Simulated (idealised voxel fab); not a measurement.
The name of this process module is voxel transistor to metal.
We display cut, a cross-section 205 nm in width whose square cells are each 5 nm.
A cross-section is a grid of square cells, given in bands from the top down. A band is one or more rows of cells. This entry defines a band. It first specifies the height of the band's top and the height of its bottom in nm, and then specifies the band's materials from left to right, stating each material with its width in nm. The word "throughout" identifies a single material that fills the band from edge to edge, while the word "blank" identifies empty space. Basically, 0 is our baseline, since under it the wafer straight out of the box is all one material. The bottom band has no lower end and keeps on going down, so it looks like "z 0 and below". Per-row width for "30 to 40": begins at first number (top row of band), ends at second number (bottom row), increment between rows held constant. For the purposes of this document, the phrase "nothing was modified" attached to a step denotes that no cell within the cross-section was modified by that step. Listed in "Closed voids list": every empty space of 8 or more cells without an open way to the top. Form: width x height at distance, the distance being from the left edge, all in nm. Post-settings text on a step line: simulator's own remark regarding the step. You can add "overlay nm" to a step's line. For a step with a mask, it describes how far the mask lay to the right of its planned position, and a negative number describes a lay to the left.
## The planned process steps are enumerated hereunder
step 1: RECEIVE (material Si)
step 2: CONFORMAL_DEP (material SiO2; thk nm 5)
step 3: CONFORMAL_DEP (material SiN; thk nm 10)
step 4: MASKED_ETCH (tone cover; mask id ACTIVE; width nm 110; etch materials SiN; depth nm 10; overlay nm 0)
step 5: MASKED_ETCH (tone cover; mask id ACTIVE; width nm 110; etch materials SiO2; depth nm 5; overlay nm 0)
step 6: MASKED_ETCH (tone cover; mask id ACTIVE; width nm 110; etch materials Si; depth nm 25; overlay nm 0)
step 7: FILL_DEP (material SiO2; thk nm 15)
step 8: CMP (height nm 15)
step 9: SELECTIVE_ETCH (etch materials SiO2; depth nm 5)
step 10: STRIP (etch materials SiN)
step 11: SELECTIVE_ETCH (etch materials SiO2; depth nm 5)
step 12: OXIDIZE (depth nm 5)
step 13: DIRECTIONAL_DEP (material polySi; thk nm 20)
step 14: DIRECTIONAL_DEP (material SiCN; thk nm 10)
step 15: MASKED_ETCH (tone cover; mask id GATE; width nm 20; etch materials SiCN; depth nm 20; overlay nm 0)
step 16: MASKED_ETCH (tone cover; mask id GATE; width nm 20; etch materials polySi; depth nm 30; overlay nm 0)
step 17: CONFORMAL_DEP (material SiN; thk nm 10)
step 18: DIRECTIONAL_ETCH (etch materials SiN; depth nm 10)
step 19: DIRECTIONAL_ETCH (etch materials SiO2; depth nm 5)
step 20: DIRECTIONAL_ETCH (etch materials Si; depth nm 5)
step 21: EPI (material SiGe; thk nm 5)
step 22: FILL_DEP (material SiO2; thk nm 5)
step 23: CMP (height nm 30)
step 24: DIRECTIONAL_DEP (material SiO2; thk nm 15)
step 25: PATTERN (tone open; mask id CONTACT; material resist; width nm 20; pitch nm 80; thk nm 15; overlay nm 0)
step 26: DIRECTIONAL_ETCH (etch materials SiO2; depth nm 50)
step 27: STRIP (etch materials resist)
step 28: CONFORMAL_DEP (material TiN; thk nm 5)
step 29: FILL_DEP (material W; thk nm 5)
step 30: CMP (height nm 45)
step 31: CONFORMAL_DEP (material SiCN; thk nm 5)
step 32: DIRECTIONAL_DEP (material lowk; thk nm 25)
step 33: MASKED_ETCH (tone open; mask id METAL_1; width nm 20; pitch nm 80; etch materials lowk; depth nm 25; overlay nm 0)
step 34: MASKED_ETCH (tone open; mask id METAL_1; width nm 20; pitch nm 80; etch materials SiCN; depth nm 5; overlay nm 0)
step 35: CONFORMAL_DEP (material TiN; thk nm 5)
step 36: FILL_DEP (material Cu; thk nm 10)
step 37: CMP (height nm 75)
step 38: CONFORMAL_DEP (material SiCN; thk nm 5)
step 39: DIRECTIONAL_DEP (material SiO2; thk nm 30)
step 40: MASKED_ETCH (tone open; mask id METAL_2; width nm 20; pitch nm 80; etch materials SiO2; depth nm 15; overlay nm 0)
step 41: MASKED_ETCH (tone open; mask id METAL_2_HOLES; width nm 15; pitch nm 80; etch materials SiO2; depth nm 15; overlay nm 0)
step 42: MASKED_ETCH (tone open; mask id METAL_2_HOLES; width nm 15; pitch nm 80; etch materials SiCN; depth nm 5; overlay nm 0)
step 43: CONFORMAL_DEP (material TiN; thk nm 5)
step 44: FILL_DEP (material Cu; thk nm 10)
step 45: CMP (height nm 110)
step 46: CONFORMAL_DEP (material SiCN; thk nm 5)
## The following pertains to the first of two wafers, which was processed as planned
## as received, after step 1
> z 0 and below: Si throughout
> Closed voids list: none
## Step 2 complete: cross-section through the wafer
> z 5 to 0: SiO2 throughout
> Whatever lies below 0 is exactly as it was before.
## Step 3 complete: cross-section through the wafer
> z 15 to 5: SiN throughout
> Whatever lies below 5 is exactly as it was before.
## Step 4 complete: cross-section through the wafer
> z 15 to 5: blank=45 / SiN=110 / blank=50
> Whatever lies below 5 is exactly as it was before.
## Step 5 complete: cross-section through the wafer
> z 15 to 5: blank=45 / SiN=110 / blank=50
> z 5 to 0: blank=45 / SiO2=110 / blank=50
> Whatever lies below 0 is exactly as it was before.
## Step 6 complete: cross-section through the wafer
> z 15 to 5: blank=45 / SiN=110 / blank=50
> z 5 to 0: blank=45 / SiO2=110 / blank=50
> z 0 to -25: blank=45 / Si=110 / blank=50
> Whatever lies below -25 is exactly as it was before.
## Step 7 complete: cross-section through the wafer
> z 30 to 15: SiO2 throughout
> z 15 to 5: SiO2=45 / SiN=110 / SiO2=50
> z 5 to 0: SiO2 throughout
> z 0 to -25: SiO2=45 / Si=110 / SiO2=50
> Whatever lies below -25 is exactly as it was before.
## Step 8 complete: cross-section through the wafer
> z 15 to 5: SiO2=45 / SiN=110 / SiO2=50
> Whatever lies below 5 is exactly as it was before.
## Step 9 complete: cross-section through the wafer
> z 15 to 10: blank=45 / SiN=110 / blank=50
> Whatever lies below 10 is exactly as it was before.
## Step 10 complete: cross-section through the wafer
> z 10 to 5: SiO2=45 / blank=110 / SiO2=50
> Whatever lies below 5 is exactly as it was before.
## Step 11 complete: cross-section through the wafer
> z 5 to 0: SiO2=40 / blank=120 / SiO2=45
> Whatever lies below 0 is exactly as it was before.
## Step 12 complete: cross-section through the wafer
> z 5 to 0: SiO2=40 / blank=120 / SiO2=45
> z 0 to -5: SiO2 throughout
> Whatever lies below -5 is exactly as it was before.
## Step 13 complete: cross-section through the wafer
> z 25 to 20: polySi=40 / blank=120 / polySi=45
> z 20 to 5: polySi throughout
> z 5 to 0: SiO2=40 / polySi=120 / SiO2=45
> Whatever lies below 0 is exactly as it was before.
## Step 14 complete: cross-section through the wafer
> z 35 to 30: SiCN=40 / blank=120 / SiCN=45
> z 30 to 25: SiCN throughout
> z 25 to 20: polySi=40 / SiCN=120 / polySi=45
> Whatever lies below 20 is exactly as it was before.
## Step 15 complete: cross-section through the wafer
> z 30 to 25: blank=90 / SiCN=20 / blank=95
> z 25 to 20: polySi=40 / blank=50 / SiCN=20 / blank=50 / polySi=45
> Whatever lies below 20 is exactly as it was before.
## Step 16 complete: cross-section through the wafer
> z 30 to 20: blank=90 / SiCN=20 / blank=95
> z 20 to 5: blank=90 / polySi=20 / blank=95
> z 5 to 0: SiO2=40 / blank=50 / polySi=20 / blank=50 / SiO2=45
> Whatever lies below 0 is exactly as it was before.
## Step 17 complete: cross-section through the wafer
> z 40 to 30: blank=80 / SiN=40 / blank=85
> z 30 to 20: blank=80 / SiN=10 / SiCN=20 / SiN=10 / blank=85
> z 20 to 15: blank=80 / SiN=10 / polySi=20 / SiN=10 / blank=85
> z 15 to 10: SiN=50 / blank=30 / SiN=10 / polySi=20 / SiN=10 / blank=30 / SiN=55
> z 10 to 5: SiN=90 / polySi=20 / SiN=95
> z 5 to 0: SiO2=40 / SiN=50 / polySi=20 / SiN=50 / SiO2=45
> Whatever lies below 0 is exactly as it was before.
## Step 18 complete: cross-section through the wafer
> z 30 to 20: blank=80 / SiN=10 / SiCN=20 / SiN=10 / blank=85
> z 20 to 5: blank=80 / SiN=10 / polySi=20 / SiN=10 / blank=85
> z 5 to 0: SiO2=40 / SiN=10 / blank=30 / SiN=10 / polySi=20 / SiN=10 / blank=30 / SiN=10 / SiO2=45
> Whatever lies below 0 is exactly as it was before.
## Step 19 complete: cross-section through the wafer
> z 30 to 20: blank=80 / SiN=10 / SiCN=20 / SiN=10 / blank=85
> z 20 to 5: blank=80 / SiN=10 / polySi=20 / SiN=10 / blank=85
> z 5 to 0: blank=40 / SiN=10 / blank=30 / SiN=10 / polySi=20 / SiN=10 / blank=30 / SiN=10 / blank=45
> z 0 to -5: SiO2=50 / blank=30 / SiO2=40 / blank=30 / SiO2=55
> Whatever lies below -5 is exactly as it was before.
## Step 20 complete: cross-section through the wafer
> z 30 to 20: blank=80 / SiN=10 / SiCN=20 / SiN=10 / blank=85
> z 20 to 5: blank=80 / SiN=10 / polySi=20 / SiN=10 / blank=85
> z 5 to 0: blank=40 / SiN=10 / blank=30 / SiN=10 / polySi=20 / SiN=10 / blank=30 / SiN=10 / blank=45
> z 0 to -5: SiO2=50 / blank=30 / SiO2=40 / blank=30 / SiO2=55
> z -5 to -10: SiO2=45 / Si=5 / blank=30 / Si=40 / blank=30 / Si=5 / SiO2=50
> Whatever lies below -10 is exactly as it was before.
## Step 21 complete: cross-section through the wafer
> z 30 to 20: blank=80 / SiN=10 / SiCN=20 / SiN=10 / blank=85
> z 20 to 5: blank=80 / SiN=10 / polySi=20 / SiN=10 / blank=85
> z 5 to 0: blank=40 / SiN=10 / blank=30 / SiN=10 / polySi=20 / SiN=10 / blank=30 / SiN=10 / blank=45
> z 0 to -5: SiO2=50 / SiGe=5 / blank=20 / SiGe=5 / SiO2=40 / SiGe=5 / blank=20 / SiGe=5 / SiO2=55
> z -5 to -10: SiO2=45 / Si=5 / SiGe=30 / Si=40 / SiGe=30 / Si=5 / SiO2=50
> Whatever lies below -10 is exactly as it was before.
## Step 22 complete: cross-section through the wafer
> z 35 to 30: SiO2 throughout
> z 30 to 20: SiO2=80 / SiN=10 / SiCN=20 / SiN=10 / SiO2=85
> z 20 to 5: SiO2=80 / SiN=10 / polySi=20 / SiN=10 / SiO2=85
> z 5 to 0: SiO2=40 / SiN=10 / SiO2=30 / SiN=10 / polySi=20 / SiN=10 / SiO2=30 / SiN=10 / SiO2=45
> z 0 to -5: SiO2=50 / SiGe=5 / SiO2=20 / SiGe=5 / SiO2=40 / SiGe=5 / SiO2=20 / SiGe=5 / SiO2=55
> Whatever lies below -5 is exactly as it was before.
## Step 23 complete: cross-section through the wafer
> z 30 to 20: SiO2=80 / SiN=10 / SiCN=20 / SiN=10 / SiO2=85
> Whatever lies below 20 is exactly as it was before.
## Step 24 complete: cross-section through the wafer
> z 45 to 30: SiO2 throughout
> Whatever lies below 30 is exactly as it was before.
## Step 25 complete: cross-section through the wafer
> z 60 to 45: resist=50 / blank=20 / resist=60 / blank=20 / resist=55
> Whatever lies below 45 is exactly as it was before.
## Step 26 complete: cross-section through the wafer
> z 60 to 45: resist=50 / blank=20 / resist=60 / blank=20 / resist=55
> z 45 to 30: SiO2=50 / blank=20 / SiO2=60 / blank=20 / SiO2=55
> z 30 to 20: SiO2=50 / blank=20 / SiO2=10 / SiN=10 / SiCN=20 / SiN=10 / SiO2=10 / blank=20 / SiO2=55
> z 20 to 5: SiO2=50 / blank=20 / SiO2=10 / SiN=10 / polySi=20 / SiN=10 / SiO2=10 / blank=20 / SiO2=55
> z 5 to 0: SiO2=40 / SiN=10 / blank=20 / SiO2=10 / SiN=10 / polySi=20 / SiN=10 / SiO2=10 / blank=20 / SiN=10 / SiO2=45
> z 0 to -5: SiO2=50 / SiGe=5 / blank=15 / SiO2=5 / SiGe=5 / SiO2=40 / SiGe=5 / SiO2=5 / blank=15 / SiGe=5 / SiO2=55
> Whatever lies below -5 is exactly as it was before.
## Step 27 complete: cross-section through the wafer
> z 45 to 30: SiO2=50 / blank=20 / SiO2=60 / blank=20 / SiO2=55
> Whatever lies below 30 is exactly as it was before.
## Step 28 complete: cross-section through the wafer
> z 50 to 45: TiN=55 / blank=10 / TiN=70 / blank=10 / TiN=60
> z 45 to 30: SiO2=50 / TiN=5 / blank=10 / TiN=5 / SiO2=60 / TiN=5 / blank=10 / TiN=5 / SiO2=55
> z 30 to 20: SiO2=50 / TiN=5 / blank=10 / TiN=5 / SiO2=10 / SiN=10 / SiCN=20 / SiN=10 / SiO2=10 / TiN=5 / blank=10 / TiN=5 / SiO2=55
> z 20 to 5: SiO2=50 / TiN=5 / blank=10 / TiN=5 / SiO2=10 / SiN=10 / polySi=20 / SiN=10 / SiO2=10 / TiN=5 / blank=10 / TiN=5 / SiO2=55
> z 5 to 0: SiO2=40 / SiN=10 / TiN=10 / blank=5 / TiN=5 / SiO2=10 / SiN=10 / polySi=20 / SiN=10 / SiO2=10 / TiN=5 / blank=5 / TiN=10 / SiN=10 / SiO2=45
> z 0 to -5: SiO2=50 / SiGe=5 / TiN=15 / SiO2=5 / SiGe=5 / SiO2=40 / SiGe=5 / SiO2=5 / TiN=15 / SiGe=5 / SiO2=55
> Whatever lies below -5 is exactly as it was before.
## Step 29 complete: cross-section through the wafer
> z 55 to 50: W throughout
> z 50 to 45: TiN=55 / W=10 / TiN=70 / W=10 / TiN=60
> z 45 to 30: SiO2=50 / TiN=5 / W=10 / TiN=5 / SiO2=60 / TiN=5 / W=10 / TiN=5 / SiO2=55
> z 30 to 20: SiO2=50 / TiN=5 / W=10 / TiN=5 / SiO2=10 / SiN=10 / SiCN=20 / SiN=10 / SiO2=10 / TiN=5 / W=10 / TiN=5 / SiO2=55
> z 20 to 5: SiO2=50 / TiN=5 / W=10 / TiN=5 / SiO2=10 / SiN=10 / polySi=20 / SiN=10 / SiO2=10 / TiN=5 / W=10 / TiN=5 / SiO2=55
> z 5 to 0: SiO2=40 / SiN=10 / TiN=10 / W=5 / TiN=5 / SiO2=10 / SiN=10 / polySi=20 / SiN=10 / SiO2=10 / TiN=5 / W=5 / TiN=10 / SiN=10 / SiO2=45
> Whatever lies below 0 is exactly as it was before.
## Step 30 complete: cross-section through the wafer
> z 45 to 30: SiO2=50 / TiN=5 / W=10 / TiN=5 / SiO2=60 / TiN=5 / W=10 / TiN=5 / SiO2=55
> Whatever lies below 30 is exactly as it was before.
## Step 31 complete: cross-section through the wafer
> z 50 to 45: SiCN throughout
> Whatever lies below 45 is exactly as it was before.
## Step 32 complete: cross-section through the wafer
> z 75 to 50: lowk throughout
> Whatever lies below 50 is exactly as it was before.
## Step 33 complete: cross-section through the wafer
> z 75 to 50: lowk=50 / blank=20 / lowk=60 / blank=20 / lowk=55
> Whatever lies below 50 is exactly as it was before.
## Step 34 complete: cross-section through the wafer
> z 75 to 50: lowk=50 / blank=20 / lowk=60 / blank=20 / lowk=55
> z 50 to 45: SiCN=50 / blank=20 / SiCN=60 / blank=20 / SiCN=55
> Whatever lies below 45 is exactly as it was before.
## Step 35 complete: cross-section through the wafer
> z 80 to 75: TiN=55 / blank=10 / TiN=70 / blank=10 / TiN=60
> z 75 to 50: lowk=50 / TiN=5 / blank=10 / TiN=5 / lowk=60 / TiN=5 / blank=10 / TiN=5 / lowk=55
> z 50 to 45: SiCN=50 / TiN=20 / SiCN=60 / TiN=20 / SiCN=55
> Whatever lies below 45 is exactly as it was before.
## Step 36 complete: cross-section through the wafer
> z 90 to 80: Cu throughout
> z 80 to 75: TiN=55 / Cu=10 / TiN=70 / Cu=10 / TiN=60
> z 75 to 50: lowk=50 / TiN=5 / Cu=10 / TiN=5 / lowk=60 / TiN=5 / Cu=10 / TiN=5 / lowk=55
> Whatever lies below 50 is exactly as it was before.
## Step 37 complete: cross-section through the wafer
> z 75 to 50: lowk=50 / TiN=5 / Cu=10 / TiN=5 / lowk=60 / TiN=5 / Cu=10 / TiN=5 / lowk=55
> Whatever lies below 50 is exactly as it was before.
## Step 38 complete: cross-section through the wafer
> z 80 to 75: SiCN throughout
> Whatever lies below 75 is exactly as it was before.
## Step 39 complete: cross-section through the wafer
> z 110 to 80: SiO2 throughout
> Whatever lies below 80 is exactly as it was before.
## Step 40 complete: cross-section through the wafer
> z 110 to 95: SiO2=50 / blank=20 / SiO2=60 / blank=20 / SiO2=55
> Whatever lies below 95 is exactly as it was before.
## Step 41 complete: cross-section through the wafer
> z 110 to 95: SiO2=50 / blank=20 / SiO2=60 / blank=20 / SiO2=55
> z 95 to 80: SiO2=50 / blank=15 / SiO2=65 / blank=15 / SiO2=60
> Whatever lies below 80 is exactly as it was before.
## Step 42 complete: cross-section through the wafer
> z 110 to 95: SiO2=50 / blank=20 / SiO2=60 / blank=20 / SiO2=55
> z 95 to 80: SiO2=50 / blank=15 / SiO2=65 / blank=15 / SiO2=60
> z 80 to 75: SiCN=50 / blank=15 / SiCN=65 / blank=15 / SiCN=60
> Whatever lies below 75 is exactly as it was before.
## Step 43 complete: cross-section through the wafer
> z 115 to 110: TiN=55 / blank=10 / TiN=70 / blank=10 / TiN=60
> z 110 to 100: SiO2=50 / TiN=5 / blank=10 / TiN=5 / SiO2=60 / TiN=5 / blank=10 / TiN=5 / SiO2=55
> z 100 to 95: SiO2=50 / TiN=5 / blank=5 / TiN=10 / SiO2=60 / TiN=5 / blank=5 / TiN=10 / SiO2=55
> z 95 to 80: SiO2=50 / TiN=5 / blank=5 / TiN=5 / SiO2=65 / TiN=5 / blank=5 / TiN=5 / SiO2=60
> z 80 to 75: SiCN=50 / TiN=15 / SiCN=65 / TiN=15 / SiCN=60
> Whatever lies below 75 is exactly as it was before.
## Step 44 complete: cross-section through the wafer
> z 125 to 115: Cu throughout
> z 115 to 110: TiN=55 / Cu=10 / TiN=70 / Cu=10 / TiN=60
> z 110 to 100: SiO2=50 / TiN=5 / Cu=10 / TiN=5 / SiO2=60 / TiN=5 / Cu=10 / TiN=5 / SiO2=55
> z 100 to 95: SiO2=50 / TiN=5 / Cu=5 / TiN=10 / SiO2=60 / TiN=5 / Cu=5 / TiN=10 / SiO2=55
> z 95 to 80: SiO2=50 / TiN=5 / Cu=5 / TiN=5 / SiO2=65 / TiN=5 / Cu=5 / TiN=5 / SiO2=60
> Whatever lies below 80 is exactly as it was before.
## Step 45 complete: cross-section through the wafer
> z 110 to 100: SiO2=50 / TiN=5 / Cu=10 / TiN=5 / SiO2=60 / TiN=5 / Cu=10 / TiN=5 / SiO2=55
> Whatever lies below 100 is exactly as it was before.
## Step 46 complete: cross-section through the wafer
> z 115 to 110: SiCN throughout
> Whatever lies below 110 is exactly as it was before.
## Companion wafer, the second of two: same beginning, same intended sequence, one mistake in carrying it out; through step 7 inclusive it tracks the first exactly
Look at the second wafer in cross-section at the time step 8 ought to have finished: nothing was modified
## Look at the second wafer in cross-section at the time step 9 ought to have finished
> z 25 to 15: SiO2 throughout
> Whatever lies below 15 is exactly as it was before.
Look at the second wafer in cross-section at the time step 10 ought to have finished: nothing was modified
## Look at the second wafer in cross-section at the time step 11 ought to have finished
> z 20 to 15: SiO2 throughout
> Whatever lies below 15 is exactly as it was before.
Look at the second wafer in cross-section at the time step 12 ought to have finished: nothing was modified
## Look at the second wafer in cross-section at the time step 13 ought to have finished
> z 40 to 20: polySi throughout
> Whatever lies below 20 is exactly as it was before.
## Look at the second wafer in cross-section at the time step 14 ought to have finished
> z 50 to 40: SiCN throughout
> Whatever lies below 40 is exactly as it was before.
## Look at the second wafer in cross-section at the time step 15 ought to have finished
> z 50 to 40: blank=90 / SiCN=20 / blank=95
> Whatever lies below 40 is exactly as it was before.
## Look at the second wafer in cross-section at the time step 16 ought to have finished
> z 50 to 40: blank=90 / SiCN=20 / blank=95
> z 40 to 20: blank=90 / polySi=20 / blank=95
> Whatever lies below 20 is exactly as it was before.
## Look at the second wafer in cross-section at the time step 17 ought to have finished
> z 60 to 50: blank=80 / SiN=40 / blank=85
> z 50 to 40: blank=80 / SiN=10 / SiCN=20 / SiN=10 / blank=85
> z 40 to 30: blank=80 / SiN=10 / polySi=20 / SiN=10 / blank=85
> z 30 to 20: SiN=90 / polySi=20 / SiN=95
> Whatever lies below 20 is exactly as it was before.
## Look at the second wafer in cross-section at the time step 18 ought to have finished
> z 50 to 40: blank=80 / SiN=10 / SiCN=20 / SiN=10 / blank=85
> z 40 to 20: blank=80 / SiN=10 / polySi=20 / SiN=10 / blank=85
> Whatever lies below 20 is exactly as it was before.
## Look at the second wafer in cross-section at the time step 19 ought to have finished
> z 50 to 40: blank=80 / SiN=10 / SiCN=20 / SiN=10 / blank=85
> z 40 to 20: blank=80 / SiN=10 / polySi=20 / SiN=10 / blank=85
> z 20 to 15: blank=80 / SiO2=40 / blank=85
> Whatever lies below 15 is exactly as it was before.
Look at the second wafer in cross-section at the time step 20 ought to have finished: nothing was modified
Look at the second wafer in cross-section at the time step 21 ought to have finished: nothing was modified
## Look at the second wafer in cross-section at the time step 22 ought to have finished
> z 55 to 50: SiO2 throughout
> z 50 to 40: SiO2=80 / SiN=10 / SiCN=20 / SiN=10 / SiO2=85
> z 40 to 20: SiO2=80 / SiN=10 / polySi=20 / SiN=10 / SiO2=85
> z 20 to 15: SiO2 throughout
> Whatever lies below 15 is exactly as it was before.
## Look at the second wafer in cross-section at the time step 23 ought to have finished
> z 30 to 20: SiO2=80 / SiN=10 / polySi=20 / SiN=10 / SiO2=85
> Whatever lies below 20 is exactly as it was before.
## Look at the second wafer in cross-section at the time step 24 ought to have finished
> z 45 to 30: SiO2 throughout
> Whatever lies below 30 is exactly as it was before.
## Look at the second wafer in cross-section at the time step 25 ought to have finished
> z 60 to 45: resist=50 / blank=20 / resist=60 / blank=20 / resist=55
> Whatever lies below 45 is exactly as it was before.
## Look at the second wafer in cross-section at the time step 26 ought to have finished
> z 60 to 45: resist=50 / blank=20 / resist=60 / blank=20 / resist=55
> z 45 to 30: SiO2=50 / blank=20 / SiO2=60 / blank=20 / SiO2=55
> z 30 to 20: SiO2=50 / blank=20 / SiO2=10 / SiN=10 / polySi=20 / SiN=10 / SiO2=10 / blank=20 / SiO2=55
> z 20 to 15: SiO2=50 / blank=20 / SiO2=60 / blank=20 / SiO2=55
> Whatever lies below 15 is exactly as it was before.
## Look at the second wafer in cross-section at the time step 27 ought to have finished
> z 45 to 30: SiO2=50 / blank=20 / SiO2=60 / blank=20 / SiO2=55
> Whatever lies below 30 is exactly as it was before.
## Look at the second wafer in cross-section at the time step 28 ought to have finished
> z 50 to 45: TiN=55 / blank=10 / TiN=70 / blank=10 / TiN=60
> z 45 to 30: SiO2=50 / TiN=5 / blank=10 / TiN=5 / SiO2=60 / TiN=5 / blank=10 / TiN=5 / SiO2=55
> z 30 to 20: SiO2=50 / TiN=5 / blank=10 / TiN=5 / SiO2=10 / SiN=10 / polySi=20 / SiN=10 / SiO2=10 / TiN=5 / blank=10 / TiN=5 / SiO2=55
> z 20 to 15: SiO2=50 / TiN=20 / SiO2=60 / TiN=20 / SiO2=55
> Whatever lies below 15 is exactly as it was before.
## Look at the second wafer in cross-section at the time step 29 ought to have finished
> z 55 to 50: W throughout
> z 50 to 45: TiN=55 / W=10 / TiN=70 / W=10 / TiN=60
> z 45 to 30: SiO2=50 / TiN=5 / W=10 / TiN=5 / SiO2=60 / TiN=5 / W=10 / TiN=5 / SiO2=55
> z 30 to 20: SiO2=50 / TiN=5 / W=10 / TiN=5 / SiO2=10 / SiN=10 / polySi=20 / SiN=10 / SiO2=10 / TiN=5 / W=10 / TiN=5 / SiO2=55
> Whatever lies below 20 is exactly as it was before.
## Look at the second wafer in cross-section at the time step 30 ought to have finished
> z 45 to 30: SiO2=50 / TiN=5 / W=10 / TiN=5 / SiO2=60 / TiN=5 / W=10 / TiN=5 / SiO2=55
> Whatever lies below 30 is exactly as it was before.
## Look at the second wafer in cross-section at the time step 31 ought to have finished
> z 50 to 45: SiCN throughout
> Whatever lies below 45 is exactly as it was before.
## Look at the second wafer in cross-section at the time step 32 ought to have finished
> z 75 to 50: lowk throughout
> Whatever lies below 50 is exactly as it was before.
## Look at the second wafer in cross-section at the time step 33 ought to have finished
> z 75 to 50: lowk=50 / blank=20 / lowk=60 / blank=20 / lowk=55
> Whatever lies below 50 is exactly as it was before.
## Look at the second wafer in cross-section at the time step 34 ought to have finished
> z 75 to 50: lowk=50 / blank=20 / lowk=60 / blank=20 / lowk=55
> z 50 to 45: SiCN=50 / blank=20 / SiCN=60 / blank=20 / SiCN=55
> Whatever lies below 45 is exactly as it was before.
## Look at the second wafer in cross-section at the time step 35 ought to have finished
> z 80 to 75: TiN=55 / blank=10 / TiN=70 / blank=10 / TiN=60
> z 75 to 50: lowk=50 / TiN=5 / blank=10 / TiN=5 / lowk=60 / TiN=5 / blank=10 / TiN=5 / lowk=55
> z 50 to 45: SiCN=50 / TiN=20 / SiCN=60 / TiN=20 / SiCN=55
> Whatever lies below 45 is exactly as it was before.
## Look at the second wafer in cross-section at the time step 36 ought to have finished
> z 90 to 80: Cu throughout
> z 80 to 75: TiN=55 / Cu=10 / TiN=70 / Cu=10 / TiN=60
> z 75 to 50: lowk=50 / TiN=5 / Cu=10 / TiN=5 / lowk=60 / TiN=5 / Cu=10 / TiN=5 / lowk=55
> Whatever lies below 50 is exactly as it was before.
## Look at the second wafer in cross-section at the time step 37 ought to have finished
> z 75 to 50: lowk=50 / TiN=5 / Cu=10 / TiN=5 / lowk=60 / TiN=5 / Cu=10 / TiN=5 / lowk=55
> Whatever lies below 50 is exactly as it was before.
## Look at the second wafer in cross-section at the time step 38 ought to have finished
> z 80 to 75: SiCN throughout
> Whatever lies below 75 is exactly as it was before.
## Look at the second wafer in cross-section at the time step 39 ought to have finished
> z 110 to 80: SiO2 throughout
> Whatever lies below 80 is exactly as it was before.
## Look at the second wafer in cross-section at the time step 40 ought to have finished
> z 110 to 95: SiO2=50 / blank=20 / SiO2=60 / blank=20 / SiO2=55
> Whatever lies below 95 is exactly as it was before.
## Look at the second wafer in cross-section at the time step 41 ought to have finished
> z 110 to 95: SiO2=50 / blank=20 / SiO2=60 / blank=20 / SiO2=55
> z 95 to 80: SiO2=50 / blank=15 / SiO2=65 / blank=15 / SiO2=60
> Whatever lies below 80 is exactly as it was before.
## Look at the second wafer in cross-section at the time step 42 ought to have finished
> z 110 to 95: SiO2=50 / blank=20 / SiO2=60 / blank=20 / SiO2=55
> z 95 to 80: SiO2=50 / blank=15 / SiO2=65 / blank=15 / SiO2=60
> z 80 to 75: SiCN=50 / blank=15 / SiCN=65 / blank=15 / SiCN=60
> Whatever lies below 75 is exactly as it was before.
## Look at the second wafer in cross-section at the time step 43 ought to have finished
> z 115 to 110: TiN=55 / blank=10 / TiN=70 / blank=10 / TiN=60
> z 110 to 100: SiO2=50 / TiN=5 / blank=10 / TiN=5 / SiO2=60 / TiN=5 / blank=10 / TiN=5 / SiO2=55
> z 100 to 95: SiO2=50 / TiN=5 / blank=5 / TiN=10 / SiO2=60 / TiN=5 / blank=5 / TiN=10 / SiO2=55
> z 95 to 80: SiO2=50 / TiN=5 / blank=5 / TiN=5 / SiO2=65 / TiN=5 / blank=5 / TiN=5 / SiO2=60
> z 80 to 75: SiCN=50 / TiN=15 / SiCN=65 / TiN=15 / SiCN=60
> Whatever lies below 75 is exactly as it was before.
## Look at the second wafer in cross-section at the time step 44 ought to have finished
> z 125 to 115: Cu throughout
> z 115 to 110: TiN=55 / Cu=10 / TiN=70 / Cu=10 / TiN=60
> z 110 to 100: SiO2=50 / TiN=5 / Cu=10 / TiN=5 / SiO2=60 / TiN=5 / Cu=10 / TiN=5 / SiO2=55
> z 100 to 95: SiO2=50 / TiN=5 / Cu=5 / TiN=10 / SiO2=60 / TiN=5 / Cu=5 / TiN=10 / SiO2=55
> z 95 to 80: SiO2=50 / TiN=5 / Cu=5 / TiN=5 / SiO2=65 / TiN=5 / Cu=5 / TiN=5 / SiO2=60
> Whatever lies below 80 is exactly as it was before.
## Look at the second wafer in cross-section at the time step 45 ought to have finished
> z 110 to 100: SiO2=50 / TiN=5 / Cu=10 / TiN=5 / SiO2=60 / TiN=5 / Cu=10 / TiN=5 / SiO2=55
> Whatever lies below 100 is exactly as it was before.
## Look at the second wafer in cross-section at the time step 46 ought to have finished
> z 115 to 110: SiCN throughout
> Whatever lies below 110 is exactly as it was before.
Misprocessing identified: step 8 of the plan: omitted, not performed
Wrapping up, a cell-based count of both wafers puts the second over or under the first for these materials: Si: 34 more | SiCN: 8 fewer | SiGe: 16 fewer | SiN: 24 more | SiO2: 4 more | TiN: 16 fewer | W: 14 fewer | polySi: 8 fewer
